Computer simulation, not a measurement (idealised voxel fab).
Process module, titled voxel gate over fins
250 nm wide, 5 nm square cells: that's cross-section cut.
Think of the cross-section as a grid of square cells. We describe it in bands, top to bottom, and each band covers one or more rows of those cells. Quick guide to a band line: top height, bottom height (nm) up front; then every material left to right with its width in nm. Only one material and it's marked "full width"? Then it fills the band edge to edge. And "empty" just means empty space. Heads up on the height convention: 0 is the point under which the incoming wafer is all one material, and the lowest band has no bottom, it just keeps going down, like "top 0, no bottom". The expression "30->40" gives the width at the extremes of the band, the first number at its top row of cells and the second at its bottom row, with the width changing by equal amounts from each row to the next in between. "identical to before" -> step changed no cross-section cell. Enclosed voids (no open way to top), threshold 8 cells or more, entry "Enclosed void entries", notation width x height at distance, distance from left edge, nm. The remark found on a step's line after its settings is issued by the simulator itself and pertains to that step. overlay nm: for a step with a mask, the amount by which the mask lay right of where it was planned; a negative amount means left of it.
[Planned step list for the process]
1 RECEIVE | material Si
2 CONFORMAL_DEP | material SiN | thk nm 10
3 DIRECTIONAL_DEP | material aC | thk nm 15
4 PATTERN | tone cover | mask id FINS | material resist | width nm 15 | pitch nm 35 | thk nm 35 | overlay nm 0
5 DIRECTIONAL_ETCH | etch materials aC | depth nm 15
6 STRIP | etch materials resist
7 DIRECTIONAL_ETCH | etch materials SiN | depth nm 10
8 DIRECTIONAL_ETCH | etch materials Si | depth nm 30
9 STRIP | etch materials aC
10 OXIDIZE | depth nm 5
11 FILL_DEP | material SiO2 | thk nm 5
12 CMP | height nm 10
13 SELECTIVE_ETCH | etch materials SiO2 | depth nm 25
14 STRIP | etch materials SiN
15 CONFORMAL_DEP | material HfO2 | thk nm 5
16 CONFORMAL_DEP | material TiN | thk nm 5
17 FILL_DEP | material W | thk nm 15
18 CMP | height nm 20
19 CONFORMAL_DEP | material SiCN | thk nm 5
[Delivered wafer in cross-section: state after step 1]
- top 0, no bottom  Si full width
- Enclosed void entries: none
[Figure: cross-sectional view of the wafer upon completion of the module, processed from the initial state and according to the plan depicted above, with one error introduced during execution]
- top 25, bottom 20  SiCN full width
- top 20, bottom 10  W full width
- top 10, bottom 5  W 95 nm, then TiN 25 nm, then W 10 nm, then TiN 25 nm, then W 95 nm
- top 5, bottom 0  W 95 nm, then TiN 5 nm, then HfO2 15 nm, then TiN 5 nm, then W 10 nm, then TiN 5 nm, then HfO2 15 nm, then TiN 5 nm, then W 95 nm
- top 0, bottom -25  W 95 nm, then TiN 5 nm, then HfO2 5 nm, then Si 5 nm, then HfO2 5 nm, then TiN 5 nm, then W 10 nm, then TiN 5 nm, then HfO2 5 nm, then Si 5 nm, then HfO2 5 nm, then TiN 5 nm, then W 95 nm
- top -25, bottom -30  TiN 100 nm, then HfO2 5 nm, then Si 5 nm, then HfO2 5 nm, then TiN 20 nm, then HfO2 5 nm, then Si 5 nm, then HfO2 5 nm, then TiN 100 nm
- top -30, bottom -35  HfO2 105 nm, then Si 5 nm, then HfO2 30 nm, then Si 5 nm, then HfO2 105 nm
- top -35, no bottom  Si full width
- Enclosed void entries: none
Against the plan, the run slipped here: heads up, step 13 of the plan got done twice
